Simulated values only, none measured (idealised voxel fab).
Process module in this document: voxel capacitor over wiring
This is section cut - it's 280 nm across, gridded in 5 nm square cells.
Reading order for cross-sections: top band down to bottom band. Underlying form: a grid of square cells. Band size: one or more rows of cells.
It is stipulated that each band's entry specify, in nanometres, the height of the top of the band and then that of its bottom, followed by the materials of the band in left-to-right sequence, each together with its width in nanometres. A single material marked by the word "edge to edge" is understood to fill the band from edge to edge; the word "empty" is understood to denote empty space.
Note: height 0 marks the level under which the wafer is uniformly one material as received. Lowest band unbounded below, written "from 0 down".
Top row gets the first number, bottom row gets the second, and each row in between changes by the same step: that is how a band width like "30->40" works.
"left unchanged" for a step: no cell of the cross-section changed in that step.
In the "Completely enclosed voids" entry, you get each enclosed empty space of 8 cells or more, one with no open way to the top, written width x height at distance, distance from the left edge, in nm.
It should be noted that, on the line of a given step, the content following the step's settings is a remark produced by the simulator itself with respect to that step.
The "overlay nm" setting may appear on a step's line; for a step that uses a mask, it gives how far to the right of its planned position the mask lay, and a negative value indicates the left.

## Steps in the process plan
1. RECEIVE: material Si
2. CONFORMAL_DEP: material SiO2, thk nm 10
3. DIRECTIONAL_DEP: material TiN, thk nm 5
4. DIRECTIONAL_DEP: material W, thk nm 20
5. MASKED_ETCH: tone cover, mask id METAL_1, width nm 25, pitch nm 85, etch materials W, depth nm 20, overlay nm 0
6. MASKED_ETCH: tone cover, mask id METAL_1, width nm 25, pitch nm 85, etch materials TiN, depth nm 5, overlay nm 0
7. CONFORMAL_DEP: material SiN, thk nm 5
8. FILL_DEP: material lowk, thk nm 5
9. CMP: height nm 35
10. CONFORMAL_DEP: material SiCN, thk nm 5
11. DIRECTIONAL_DEP: material SiO2, thk nm 15
12. PATTERN: tone open, mask id PLUG_1, material resist, width nm 15, thk nm 15, overlay nm 0
13. DIRECTIONAL_ETCH: etch materials SiO2, depth nm 15
14. DIRECTIONAL_ETCH: etch materials SiCN, depth nm 5
15. STRIP: etch materials resist
16. EPI: material Ru, thk nm 10
17. EPI: material Ru, thk nm 10
18. DIRECTIONAL_DEP: material TiN, thk nm 10
19. DIRECTIONAL_DEP: material HfO2, thk nm 5
20. DIRECTIONAL_DEP: material TiN, thk nm 5
21. DIRECTIONAL_DEP: material aC, thk nm 15
22. PATTERN: tone cover, mask id UPPER_PLATE, material resist, width nm 65, thk nm 30, overlay nm 0
23. DIRECTIONAL_ETCH: etch materials aC, depth nm 15
24. STRIP: etch materials resist
25. DIRECTIONAL_ETCH: etch materials TiN, depth nm 5
26. DIRECTIONAL_ETCH: etch materials HfO2, depth nm 5
27. STRIP: etch materials aC
28. DIRECTIONAL_DEP: material aC, thk nm 15
29. PATTERN: tone cover, mask id LOWER_PLATE, material resist, width nm 75, thk nm 35, overlay nm 0
30. DIRECTIONAL_ETCH: etch materials aC, depth nm 15
31. STRIP: etch materials resist
32. DIRECTIONAL_ETCH: etch materials TiN, depth nm 10
33. STRIP: etch materials aC
34. FILL_DEP: material SiO2, thk nm 15
35. CMP: height nm 85
36. DIRECTIONAL_DEP: material aC, thk nm 15
37. PATTERN: tone open, mask id PLUG_2, material resist, width nm 15, thk nm 35, overlay nm 0
38. DIRECTIONAL_ETCH: etch materials aC, depth nm 15
39. STRIP: etch materials resist
40. DIRECTIONAL_ETCH: etch materials SiO2, depth nm 10
41. STRIP: etch materials aC
42. CONFORMAL_DEP: material TiN, thk nm 5
43. FILL_DEP: material Cu, thk nm 5
44. CMP: height nm 85
45. CONFORMAL_DEP: material SiCN, thk nm 5

## Wafer as received: cross-section following step 1
  from 0 down  Si edge to edge
  Completely enclosed voids: none

## Wafer cross-section at module end: first of two, run to plan
  from 90 to 85  SiCN edge to edge
  from 85 to 80  SiO2: 105, TiN: 5, Cu: 5, TiN: 5, SiO2: 160
  from 80 to 70  SiO2: 105->95, TiN: 15->65, SiO2: 160->120
  from 70 to 65  SiO2: 95, HfO2: 65, SiO2: 120
  from 65 to 55  SiO2: 90, TiN: 75, SiO2: 115
  from 55 to 40  SiO2: 95, Ru: 15, SiO2: 170
  from 40 to 35  SiCN: 95, Ru: 15, SiCN: 170
  from 35 to 15  lowk: 80, SiN: 5, W: 25, SiN: 5, lowk: 50, SiN: 5, W: 25, SiN: 5, lowk: 80
  from 15 to 10  SiN: 85, TiN: 25, SiN: 60, TiN: 25, SiN: 85
  from 10 to 0  SiO2 edge to edge
  from 0 down  Si edge to edge
  Completely enclosed voids: none

## So this is wafer number two of the two, cut at the end of the module - it started where the first did and had the same plan, we just got one thing wrong running it
  from 90 to 85  SiCN edge to edge
  from 85 to 80  SiO2: 95, TiN: 25, SiO2: 160
  from 80 to 75  SiO2: 95, HfO2: 25, SiO2: 160
  from 75 to 70  SiO2: 90, TiN: 70, SiO2: 120
  from 70 to 65  SiO2: 90, TiN: 30, HfO2: 40, SiO2: 120
  from 65 to 55  SiO2: 85, Ru: 35, TiN: 45, SiO2: 115
  from 55 to 40  SiO2: 95, Ru: 15, SiO2: 170
  from 40 to 35  SiCN: 95, Ru: 15, SiCN: 170
  from 35 to 15  lowk: 80, SiN: 5, W: 25, SiN: 5, lowk: 50, SiN: 5, W: 25, SiN: 5, lowk: 80
  from 15 to 10  SiN: 85, TiN: 25, SiN: 60, TiN: 25, SiN: 85
  from 10 to 0  SiO2 edge to edge
  from 0 down  Si edge to edge
  Completely enclosed voids: none
What was the processing mistake? one of the identical steps 16 and 17 ran twice, and which one cannot be pinned down
End of process, cell counts, second wafer against first, materials with more or fewer: Cu: 1 fewer, Ru: 14 more, SiO2: 8 fewer, TiN: 5 fewer
